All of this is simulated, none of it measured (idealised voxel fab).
Process module name: voxel fin reveal
The width of the displayed cross-section, cut, is 290 nm; its cells are square, with a size of 5 nm.
Cross-section, as written here: a square-cell grid given band by band from the top down, where a band holds one or more rows of cells. For a band, the entry starts with two heights in nm, that of the top and then that of the bottom, and carries on with the band's materials in order from left to right, each alongside its width in nm; the word "full width" beside a single material means it fills the band edge to edge, and "blank" means empty space. Heights from 0 (as-received wafer is one material below). Bottom band endless downward, as "0..down". Think of "30..40" as a width that walks from the first number to the second as you go down the band, top row to bottom row, taking equal-sized steps from row to row. Take "no alterations made" at face value: in the step it is given for, the cross-section changed in none of its cells. "Closed void catalog" means: voids of 8 cells or more that are shut off from the top with no open way through. Written width x height at distance, distance from the left edge, in nm. The remark found on a step's line after its settings is issued by the simulator itself and pertains to that step. overlay nm: right-of-plan distance of the mask on a masked step; negative values mean left-of-plan.
[Planned process steps]
1,RECEIVE with material Si
2,CONFORMAL_DEP with material SiN, thk nm 5
3,DIRECTIONAL_DEP with material aC, thk nm 15
4,PATTERN with tone cover, mask id FINS, material resist, width nm 15, pitch nm 35, thk nm 30, overlay nm 0
5,DIRECTIONAL_ETCH with etch materials aC, depth nm 15
6,STRIP with etch materials resist
7,DIRECTIONAL_ETCH with etch materials SiN, depth nm 5
8,DIRECTIONAL_ETCH with etch materials Si, depth nm 35
9,STRIP with etch materials aC
10,OXIDIZE with depth nm 5
11,FILL_DEP with material SiO2, thk nm 15
12,CMP with height nm 5
13,SELECTIVE_ETCH with etch materials SiO2, depth nm 25
14,STRIP with etch materials SiN
15,CONFORMAL_DEP with material SiO2, thk nm 5
[Received-state cross-section, reflecting completion of step 1]
  0..down = Si full width
  Closed void catalog: none
[Sectioned view, first of two wafers, at the close of the module, processed as intended in the plan]
  5..0 = 85 of blank, then 15 of SiO2, then 20 of blank, then 15 of SiO2, then 20 of blank, then 15 of SiO2, then 20 of blank, then 15 of SiO2, then 85 of blank
  0..-15 = 85 of blank, then 5 of SiO2, then 5 of Si, then 5 of SiO2, then 20 of blank, then 5 of SiO2, then 5 of Si, then 5 of SiO2, then 20 of blank, then 5 of SiO2, then 5 of Si, then 5 of SiO2, then 20 of blank, then 5 of SiO2, then 5 of Si, then 5 of SiO2, then 85 of blank
  -15..-40 = 90 of SiO2, then 5 of Si, then 30 of SiO2, then 5 of Si, then 30 of SiO2, then 5 of Si, then 30 of SiO2, then 5 of Si, then 90 of SiO2
  -40..down = Si full width
  Closed void catalog: none
[Wafer two, sectioned after the module: the first wafer's start, the first wafer's plan, and one mistake in how it was run]
  5..0 = 85 of blank, then 15 of SiN, then 20 of blank, then 15 of SiN, then 20 of blank, then 15 of SiN, then 20 of blank, then 15 of SiN, then 85 of blank
  0..-15 = 85 of blank, then 5 of SiN, then 5 of Si, then 5 of SiN, then 20 of blank, then 5 of SiN, then 5 of Si, then 5 of SiN, then 20 of blank, then 5 of SiN, then 5 of Si, then 5 of SiN, then 20 of blank, then 5 of SiN, then 5 of Si, then 5 of SiN, then 85 of blank
  -15..-20 = 90 of SiN, then 5 of Si, then 30 of SiN, then 5 of Si, then 30 of SiN, then 5 of Si, then 30 of SiN, then 5 of Si, then 90 of SiN
  -20..-40 = 90 of SiO2, then 5 of Si, then 30 of SiO2, then 5 of Si, then 30 of SiO2, then 5 of Si, then 30 of SiO2, then 5 of Si, then 90 of SiO2
  -40..down = Si full width
  Closed void catalog: none
What was the processing mistake? so step 15 ended up running with a different setting than we planned, it ran as CONFORMAL_DEP with material SiN, thk nm 5
Final tally in cells, some materials are higher or lower on the second wafer than on the first: SiN: 90 more, SiO2: 90 fewer
